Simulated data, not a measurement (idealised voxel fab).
Process module in this document: voxel ribs on slabs
Cross-section cut spans 180 nm and uses square cells 5 nm in size.
The cross-sections in this document take the form of a grid made of square cells. They are written out as bands, in order from top to bottom. Each band consists of one or more rows of cells.
Top, bottom (nm), then materials left to right with widths (nm); lone material tagged "throughout" fills the whole band edge to edge; "air" = empty space.
Note: height 0 marks the level under which the wafer is uniformly one material as received. Lowest band unbounded below, written "top 0, no bottom".
Quick explanation for "30 to 40": the width changes in equal steps down the rows of cells, from the first number in the band's top row to the second number in its bottom row.
"remained unchanged" after a step means that no cell of the cross-section changed.
"closed voids": empty spaces of 8 cells or more with no open way to the top, each given as width x height at distance, distance from the left edge, all in nm.
after a step's settings: what the simulator itself notes on the step
The setting "overlay nm" may be written on the line of a step. When the step uses a mask, the value reports how far to the right of the planned place the mask lay, and a negative value reports that it lay to the left.
[Planned process steps]
| 1 | RECEIVE with material Si |
| 2 | DIRECTIONAL_DEP with material SiO2, thk nm 25 |
| 3 | DIRECTIONAL_DEP with material polySi, thk nm 15 |
| 4 | MASKED_ETCH with tone cover, mask id RIB, width nm 20, etch materials polySi, depth nm 10, overlay nm 0 |
| 5 | PATTERN with tone cover, mask id SLAB, material resist, width nm 80, thk nm 15, overlay nm 0 |
| 6 | DIRECTIONAL_ETCH with etch materials polySi, depth nm 5 |
| 7 | STRIP with etch materials resist |
| 8 | FILL_DEP with material SiO2, thk nm 20 |
| 9 | CMP with height nm 50 |
| 10 | DIRECTIONAL_DEP with material W, thk nm 5 |
| 11 | PATTERN with tone cover, mask id HEATER, material resist, width nm 30, thk nm 20, overlay nm 0 |
| 12 | DIRECTIONAL_ETCH with etch materials W, depth nm 5 |
| 13 | STRIP with etch materials resist |
| 14 | CONFORMAL_DEP with material SiN, thk nm 10 |
[The cross-section here shows the wafer as received, i.e. in its state after step 1]
* top 0, no bottom = Si throughout
* closed voids: none
[Here's the wafer cut in cross-section after the module, started and planned just like above, except one thing was done wrong in the run]
* top 65, bottom 60 = air: 60, then SiN: 60, then air: 60
* top 60, bottom 55 = SiN throughout
* top 55, bottom 50 = SiN: 70, then W: 40, then SiN: 70
* top 50, bottom 40 = SiO2 throughout
* top 40, bottom 30 = SiO2: 80, then polySi: 20, then SiO2: 80
* top 30, bottom 25 = SiO2: 50, then polySi: 80, then SiO2: 50
* top 25, bottom 0 = SiO2 throughout
* top 0, no bottom = Si throughout
* closed voids: none
Want to know what went wrong? step 11: run off-plan, actual operation and settings PATTERN with tone cover, mask id HEATER, material resist, width nm 40, thk nm 20, overlay nm 0
